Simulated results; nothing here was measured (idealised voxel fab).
The document below concerns the process module designated voxel transistor to metal.
Square cell edge 5 nm, section width 200 nm, ID cut.
Square cells in a grid make up a cross-section in this document, and the grid is given as bands, listed from the top down, each one or more rows of cells.
Per band: top height and bottom height in nm, followed by the left-to-right materials and their widths in nm; "all across" marks a single material spanning edge to edge, "empty" marks empty space.
The reference from which all heights are counted is 0, the level beneath which the as-received wafer is entirely one material; the lowest band, having no lower bound, proceeds downward and is written after the example "from 0 down".
The width entry "30->40" should be interpreted row by row: the top row of cells in the band takes the first number, the bottom row takes the second number, and the change between adjacent rows is uniform throughout.
When a step is marked "stayed the same", none of the cells in the cross-section changed during that step.
Entry "Closed void table". Content: empty spaces with no open connection to the top, size 8 cells or greater. Each: width x height at distance. Distance: from left edge. Unit: nm.
Text after the settings on a step's line: the simulator's own remark on that step.
Each step line may optionally specify "overlay nm", which for a step with a mask gives the rightward distance between the mask's planned place and where it lay, a negative value indicating the leftward direction.
### These are the steps we planned for the process
1. RECEIVE, material Si
2. OXIDIZE, depth nm 5
3. CONFORMAL_DEP, material SiN, thk nm 15
4. MASKED_ETCH, tone cover, mask id ACTIVE, width nm 110, etch materials SiN, depth nm 15, overlay nm 0
5. MASKED_ETCH, tone cover, mask id ACTIVE, width nm 110, etch materials SiO2, depth nm 5, overlay nm 0
6. MASKED_ETCH, tone cover, mask id ACTIVE, width nm 110, etch materials Si, depth nm 25, overlay nm 0
7. FILL_DEP, material SiO2, thk nm 5
8. CMP, height nm 15
9. SELECTIVE_ETCH, etch materials SiO2, depth nm 10
10. STRIP, etch materials SiN
11. SELECTIVE_ETCH, etch materials SiO2, depth nm 5
12. OXIDIZE, depth nm 5
13. DIRECTIONAL_DEP, material polySi, thk nm 20
14. DIRECTIONAL_DEP, material SiCN, thk nm 15
15. MASKED_ETCH, tone cover, mask id GATE, width nm 30, etch materials SiCN, depth nm 25, overlay nm 0
16. MASKED_ETCH, tone cover, mask id GATE, width nm 30, etch materials polySi, depth nm 30, overlay nm 0
17. CONFORMAL_DEP, material SiN, thk nm 10
18. DIRECTIONAL_ETCH, etch materials SiN, depth nm 10
19. DIRECTIONAL_ETCH, etch materials SiO2, depth nm 5
20. DIRECTIONAL_ETCH, etch materials Si, depth nm 10
21. EPI, material SiGe, thk nm 10
22. FILL_DEP, material SiO2, thk nm 10
23. CMP, height nm 15
24. STRIP, etch materials polySi
25. SELECTIVE_ETCH, etch materials SiO2, depth nm 5
26. CONFORMAL_DEP, material HfO2, thk nm 5
27. CONFORMAL_DEP, material TiN, thk nm 5
28. FILL_DEP, material W, thk nm 10
29. CMP, height nm 10
30. DIRECTIONAL_DEP, material SiO2, thk nm 15
31. MASKED_ETCH, tone open, mask id CONTACT, width nm 15, pitch nm 80, etch materials SiO2, depth nm 35, overlay nm 0
32. CONFORMAL_DEP, material TiN, thk nm 5
33. FILL_DEP, material W, thk nm 5
34. CMP, height nm 25
35. DIRECTIONAL_DEP, material TiN, thk nm 5
36. DIRECTIONAL_DEP, material W, thk nm 20
37. DIRECTIONAL_DEP, material aC, thk nm 10
38. PATTERN, tone cover, mask id METAL_1, material resist, width nm 20, pitch nm 80, thk nm 25, overlay nm 0
39. DIRECTIONAL_ETCH, etch materials aC, depth nm 10
40. STRIP, etch materials resist
41. DIRECTIONAL_ETCH, etch materials W, depth nm 20
42. DIRECTIONAL_ETCH, etch materials TiN, depth nm 5
43. STRIP, etch materials aC
44. CONFORMAL_DEP, material SiN, thk nm 5
45. FILL_DEP, material SiO2, thk nm 10
46. CMP, height nm 50
47. CONFORMAL_DEP, material SiN, thk nm 5
All wafers enter the flow in the same state. The width nm at step 31 differs from wafer to wafer, and the plan gives the value for the first wafer.
### After step 1, as received: first of several wafers, cross-section
* from 0 down  Si all across
* Closed void table: none
### Every row in this table is a wafer at the end of the module, and it gives, for each of the materials, the cells that wafer has gained (+) or lost (-) since it was received, then its closed voids
width nm 15; +14 HfO2; -172 Si; +36 SiGe; +104 SiN; +372 SiO2; +42 TiN; +44 W; Closed void table: none
width nm 20; +14 HfO2; -172 Si; +36 SiGe; +104 SiN; +362 SiO2; +44 TiN; +52 W; Closed void table: none
width nm 25; +14 HfO2; -172 Si; +36 SiGe; +104 SiN; +352 SiO2; +46 TiN; +60 W; Closed void table: none
width nm 30; +14 HfO2; -172 Si; +36 SiGe; +104 SiN; +342 SiO2; +48 TiN; +68 W; Closed void table: none
width nm 35; +14 HfO2; -172 Si; +36 SiGe; +104 SiN; +334 SiO2; +50 TiN; +74 W; Closed void table: none
